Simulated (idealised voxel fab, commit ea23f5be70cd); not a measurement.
A process module follows: voxel self aligned vias.
Pictured: cross-section cut, 175 nm wide, on a grid of 5 nm square cells.
Think of the cross-section as a grid of square cells. We describe it in bands, top to bottom, and each band covers one or more rows of those cells.
Top height, bottom height, nm. Materials left to right, width each, nm. Single material + "full width" = fills band edge to edge. "blank" = empty.
Below 0: as-received wafer, all one material; heights counted from there. Lowest band: no bottom, goes on down, written "z 0 and below".
Top row gets the first number, bottom row gets the second, and each row in between changes by the same step: that is how a band width like "30->40" works.
For the purposes of this document, the phrase "no alterations made" attached to a step denotes that no cell within the cross-section was modified by that step.
"Closed cavity list" means: voids of 8 cells or more that are shut off from the top with no open way through. Written width x height at distance, distance from the left edge, in nm.
It should be noted that, on the line of a given step, the content following the step's settings is a remark produced by the simulator itself with respect to that step.
For masked steps, "overlay nm" on the step line gives how far right of plan the mask actually lay; a minus sign means it lay to the left.
-- Planned process steps
1 RECEIVE: material Si
2 CONFORMAL_DEP: material SiO2, thk nm 15
3 CONFORMAL_DEP: material SiCN, thk nm 5
4 DIRECTIONAL_DEP: material lowk, thk nm 20
5 MASKED_ETCH: tone open, mask id LINES, width nm 30, pitch nm 70, etch materials lowk, depth nm 20, overlay nm 0
6 CONFORMAL_DEP: material TiN, thk nm 5
7 FILL_DEP: material Ru, thk nm 10
8 CMP: height nm 40
9 SELECTIVE_ETCH: etch materials W Ru TiN, depth nm 5
10 FILL_DEP: material SiN, thk nm 10
11 CMP: height nm 40
12 DIRECTIONAL_DEP: material lowk, thk nm 20
13 DIRECTIONAL_DEP: material aC, thk nm 15
14 PATTERN: tone open, mask id VIAS, material resist, width nm 40, pitch nm 70, thk nm 30, overlay nm 0
15 DIRECTIONAL_ETCH: etch materials aC, depth nm 15
16 STRIP: etch materials resist
17 DIRECTIONAL_ETCH: etch materials lowk, depth nm 20
18 DIRECTIONAL_ETCH: etch materials SiN, depth nm 5
19 STRIP: etch materials aC
20 CONFORMAL_DEP: material TiN, thk nm 5
21 FILL_DEP: material Ru, thk nm 10
22 CMP: height nm 60
23 CONFORMAL_DEP: material SiCN, thk nm 5
-- As received (post step 1): cross-section
- z 0 and below = Si full width
- Closed cavity list: none
-- First of two wafers at the end of the module, shown in cross-section; run carried out as planned
- z 65 to 60 = SiCN full width
- z 60 to 45 = lowk (30), then TiN (5), then Ru (30), then TiN (5), then lowk (30), then TiN (5), then Ru (30), then TiN (5), then lowk (35)
- z 45 to 40 = lowk (30), then TiN (10), then Ru (20), then TiN (10), then lowk (30), then TiN (10), then Ru (20), then TiN (10), then lowk (35)
- z 40 to 35 = lowk (35), then TiN (30), then lowk (40), then TiN (30), then lowk (40)
- z 35 to 25 = lowk (35), then TiN (5), then Ru (20), then TiN (5), then lowk (40), then TiN (5), then Ru (20), then TiN (5), then lowk (40)
- z 25 to 20 = lowk (35), then TiN (30), then lowk (40), then TiN (30), then lowk (40)
- z 20 to 15 = SiCN full width
- z 15 to 0 = SiO2 full width
- z 0 and below = Si full width
- Closed cavity list: none
-- End of module, second wafer, cross-section. Started like the first, planned like the first, run with one mistake
- z 80 to 75 = SiCN full width
- z 75 to 65 = Ru full width
- z 65 to 60 = TiN (35), then Ru (30), then TiN (40), then Ru (30), then TiN (40)
- z 60 to 45 = lowk (30), then TiN (5), then Ru (30), then TiN (5), then lowk (30), then TiN (5), then Ru (30), then TiN (5), then lowk (35)
- z 45 to 40 = lowk (30), then TiN (10), then Ru (20), then TiN (10), then lowk (30), then TiN (10), then Ru (20), then TiN (10), then lowk (35)
- z 40 to 35 = lowk (35), then TiN (30), then lowk (40), then TiN (30), then lowk (40)
- z 35 to 25 = lowk (35), then TiN (5), then Ru (20), then TiN (5), then lowk (40), then TiN (5), then Ru (20), then TiN (5), then lowk (40)
- z 25 to 20 = lowk (35), then TiN (30), then lowk (40), then TiN (30), then lowk (40)
- z 20 to 15 = SiCN full width
- z 15 to 0 = SiO2 full width
- z 0 and below = Si full width
- Closed cavity list: none
Finding, execution versus plan: step 22 was dropped from the plan's execution and never run
at the end the second wafer has, in cells: Ru: 82 more | TiN: 23 more
